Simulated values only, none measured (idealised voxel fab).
The document below concerns the process module designated voxel self aligned contacts.
Xsec cut, 240 nm wide, square cell size 5 nm.
Think of the cross-section as a grid of square cells. We describe it in bands, top to bottom, and each band covers one or more rows of those cells.
Heads up on the band format: heights come first, top then bottom, in nm. After that it's the materials left to right, each with its width in nm. A single material flagged "throughout" fills the whole band edge to edge, and "blank" means there's empty space there.
We count height from 0. Below that, the starting wafer is all one material. The lowest band never ends at the bottom but goes on down; see "top 0, no bottom" for how that is written.
When a width is written as two numbers, as in "30->40", the first number is the width in the top row of cells of the band and the second is the width in its bottom row, and the width changes by the same amount from each row to the next.
Step note "no change" = no cross-section cell changed.
"Sealed void list" enumerates empty spaces isolated from the top, with no open way to it, that contain at least 8 cells, giving each as width x height at distance from the left edge, all three in nm.
Formally, on a step line, whatever follows the settings is a remark that the simulator itself makes on the step.
"overlay nm", when on a step's line for a step with a mask, measures how far to the right of its planned place the mask lay; a negative measure means to the left.
-- Below is the list of planned process steps
- 1: RECEIVE (material Si)
- 2: OXIDIZE (depth nm 5)
- 3: DIRECTIONAL_DEP (material polySi; thk nm 30)
- 4: DIRECTIONAL_DEP (material SiN; thk nm 20)
- 5: DIRECTIONAL_DEP (material aC; thk nm 10)
- 6: PATTERN (tone cover; mask id GATE; material resist; width nm 25; pitch nm 65; thk nm 30; overlay nm 0)
- 7: DIRECTIONAL_ETCH (etch materials aC; depth nm 10)
- 8: STRIP (etch materials resist)
- 9: DIRECTIONAL_ETCH (etch materials SiN; depth nm 20)
- 10: DIRECTIONAL_ETCH (etch materials polySi; depth nm 30)
- 11: STRIP (etch materials aC)
- 12: CONFORMAL_DEP (material SiN; thk nm 10)
- 13: DIRECTIONAL_ETCH (etch materials SiN; depth nm 10)
- 14: FILL_DEP (material SiO2; thk nm 15)
- 15: CMP (height nm 60)
- 16: DIRECTIONAL_DEP (material aC; thk nm 10)
- 17: PATTERN (tone open; mask id CONTACT; material resist; width nm 50; thk nm 25; overlay nm 0)
- 18: DIRECTIONAL_ETCH (etch materials aC; depth nm 10)
- 19: STRIP (etch materials resist)
- 20: DIRECTIONAL_ETCH (etch materials SiO2; depth nm 65)
- 21: STRIP (etch materials aC)
- 22: CONFORMAL_DEP (material TiN; thk nm 5)
- 23: FILL_DEP (material W; thk nm 5)
- 24: CMP (height nm 60)
- 25: CONFORMAL_DEP (material SiN; thk nm 5)
-- As received (post step 1): cross-section
    top 0, no bottom | Si throughout
    Sealed void list: none
-- First wafer of two, sectioned at end of module; run went per plan
    top 65, bottom 60 | SiN throughout
    top 60, bottom 50 | 95 of SiO2 | 5->20 of TiN | 40->10 of W | 5->20 of TiN | 95 of SiO2
    top 50, bottom 30 | 65 of SiO2 | 45 of SiN | 5 of TiN | 10 of W | 5 of TiN | 45 of SiN | 65 of SiO2
    top 30, bottom 0 | 65 of SiO2 | 10 of SiN | 25 of polySi | 10 of SiN | 5 of TiN | 10 of W | 5 of TiN | 10 of SiN | 25 of polySi | 10 of SiN | 65 of SiO2
    top 0, bottom -5 | 110 of SiO2 | 20 of TiN | 110 of SiO2
    top -5, no bottom | Si throughout
    Sealed void list: none
-- This cross-section belongs to the second wafer of two at the end of the module; the start and the plan were shared with the first, and the run included one mistake
    top 65, bottom 60 | SiN throughout
    top 60, bottom 50 | 90 of SiO2 | 5->25 of TiN | 40->10 of W | 5->15 of TiN | 100 of SiO2
    top 50, bottom 30 | 65 of SiO2 | 45 of SiN | 5 of TiN | 10 of W | 5 of TiN | 45 of SiN | 65 of SiO2
    top 30, bottom 0 | 65 of SiO2 | 10 of SiN | 25 of polySi | 10 of SiN | 5 of TiN | 10 of W | 5 of TiN | 10 of SiN | 25 of polySi | 10 of SiN | 65 of SiO2
    top 0, bottom -5 | 110 of SiO2 | 20 of TiN | 110 of SiO2
    top -5, no bottom | Si throughout
    Sealed void list: none
Short version of what went wrong: step 17 ran with different settings than intended, the actual operation and settings being PATTERN (tone open; mask id CONTACT; material resist; width nm 50; thk nm 25; overlay nm -5)
At the end, the second wafer has the same number of cells of each material as the first, but those cells sit in other places.
